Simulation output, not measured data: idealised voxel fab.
The following is a process module called voxel trench capacitor.
Pictured: cross-section cut, 230 nm wide, on a grid of 5 nm square cells.
A cross-section is written here as square cells arranged in a grid, and it is given in bands from the top down, each band taking up one or more rows of cells. Read a band's entry like this: the first values are the height of its top and the height of its bottom in nm, and what follows is the sequence of materials from left to right, each with its width in nm. Note that "blank" is empty space, and that a single material marked "full width" reaches across the band from edge to edge. Height is counted from the level 0, under which the received wafer is composed throughout of one material. The lowest of the bands is not closed at the bottom but continues downward, in the notation "from 0 down". A width given as "30->40" starts at the first number in the band's top row and ends at the second number in its bottom row, shifting by an equal amount at every step from row to row. Take "nothing got changed" at face value: in the step it is given for, the cross-section changed in none of its cells. Empty spaces counting at least 8 cells and having no open way to the top are listed in "Tabulated closed voids". The notation width x height at distance is used for each, the distance being from the left edge and all three values in nm. If you see something after the settings on a step's line, that's the simulator's own remark about that step. overlay nm: right-of-plan distance of the mask on a masked step; negative values mean left-of-plan.
**List of planned process steps**
1: RECEIVE with material Si
2: CONFORMAL_DEP with material SiN, thk nm 10
3: PATTERN with tone open, mask id TRENCH, material resist, width nm 25, pitch nm 55, thk nm 15, overlay nm 0
4: DIRECTIONAL_ETCH with etch materials SiN, depth nm 10
5: DIRECTIONAL_ETCH with etch materials Si, depth nm 30
6: STRIP with etch materials resist
7: CONFORMAL_DEP with material Al2O3, thk nm 5
8: FILL_DEP with material polySi, thk nm 10
9: CMP with height nm 10
**Cross-section, incoming material, after step 1**
  from 0 down | Si full width
  Tabulated closed voids: none
**First of two wafers: cross-section at end of module, run per plan**
  from 10 to 0 | SiN=45  Al2O3=5  polySi=15  Al2O3=5  SiN=30  Al2O3=5  polySi=15  Al2O3=5  SiN=30  Al2O3=5  polySi=15  Al2O3=5  SiN=50
  from 0 to -25 | Si=45  Al2O3=5  polySi=15  Al2O3=5  Si=30  Al2O3=5  polySi=15  Al2O3=5  Si=30  Al2O3=5  polySi=15  Al2O3=5  Si=50
  from -25 to -30 | Si=45  Al2O3=25  Si=30  Al2O3=25  Si=30  Al2O3=25  Si=50
  from -30 down | Si full width
  Tabulated closed voids: none
**Cross-section at end of module for the second wafer of two, which matched the first in starting point and plan and differed by one mistake in its processing**
  from 10 to 0 | SiN=45  Al2O3=5  polySi=15  Al2O3=5  SiN=30  Al2O3=5  polySi=15  Al2O3=5  SiN=30  Al2O3=5  polySi=15  Al2O3=5  SiN=50
  from 0 to -55 | Si=45  Al2O3=5  polySi=15  Al2O3=5  Si=30  Al2O3=5  polySi=15  Al2O3=5  Si=30  Al2O3=5  polySi=15  Al2O3=5  Si=50
  from -55 to -60 | Si=45  Al2O3=25  Si=30  Al2O3=25  Si=30  Al2O3=25  Si=50
  from -60 down | Si full width
  Tabulated closed voids: none
Nonconformance to the process plan: step 5 of the plan was executed twice over
Count the cells at the end and the second wafer has more or fewer of some materials than the first: +36 Al2O3, -90 Si, +54 polySi
